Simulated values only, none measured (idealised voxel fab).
The process module that follows is named voxel tone inversion.
Shown is cross-section cut, with a width of 145 nm and square cells of size 5 nm.
Cross-section spec: square-cell grid; bands listed top down; each band is one or more rows.
For a band, the entry starts with two heights in nm, that of the top and then that of the bottom, and carries on with the band's materials in order from left to right, each alongside its width in nm; the word "all across" beside a single material means it fills the band edge to edge, and "blank" means empty space.
Height is counted from the level 0, under which the received wafer is composed throughout of one material. The lowest of the bands is not closed at the bottom but continues downward, in the notation "0 and below".
When a width is written as two numbers, as in "30 to 40", the first number is the width in the top row of cells of the band and the second is the width in its bottom row, and the width changes by the same amount from each row to the next.
Where a step carries "no change occurred", the cross-section came out of it unchanged, cell for cell.
Any empty space of 8 cells or more lacking an open way to the top shows up in "Closed-off voids" as width x height at distance, distance from the left edge, in nm.
Step line, after settings: the simulator's comment on this step.
overlay nm: on a step with a mask, how far right of its planned place the mask lay; negative means left.

### Process steps - plan
1 RECEIVE,material Si
2 CONFORMAL_DEP,material SiCN,thk nm 10
3 DIRECTIONAL_DEP,material polySi,thk nm 15
4 PATTERN,tone cover,mask id POSTS,material resist,width nm 20,pitch nm 40,thk nm 25,overlay nm 0
5 DIRECTIONAL_ETCH,etch materials polySi,depth nm 15
6 STRIP,etch materials resist
7 FILL_DEP,material lowk,thk nm 5
8 CMP,height nm 25
9 STRIP,etch materials polySi
10 CONFORMAL_DEP,material TiN,thk nm 5
11 FILL_DEP,material Cu,thk nm 10
12 CMP,height nm 25
13 CONFORMAL_DEP,material SiN,thk nm 5

### Shown in cross-section is the wafer as received, that is, as it stands after step 1
  0 and below = Si all across
  Closed-off voids: none

### Below is the wafer in cross-section after the module was completed. It began from the starting point shown above and followed the plan shown above, except that one mistake was made while running it
  30 down to 25 = SiN all across
  25 down to 15 = lowk (25) / TiN (5) / Cu (5) / TiN (5) / lowk (25) / TiN (5) / Cu (5) / TiN (5) / lowk (25) / TiN (5) / Cu (5) / TiN (5) / lowk (25)
  15 down to 10 = lowk (25) / TiN (15) / lowk (25) / TiN (15) / lowk (25) / TiN (15) / lowk (25)
  10 down to 0 = SiCN all across
  0 and below = Si all across
  Closed-off voids: none
What broke from the plan during processing? step 4 was not run as planned; what actually ran was PATTERN,tone cover,mask id POSTS,material resist,width nm 15,pitch nm 40,thk nm 25,overlay nm 0
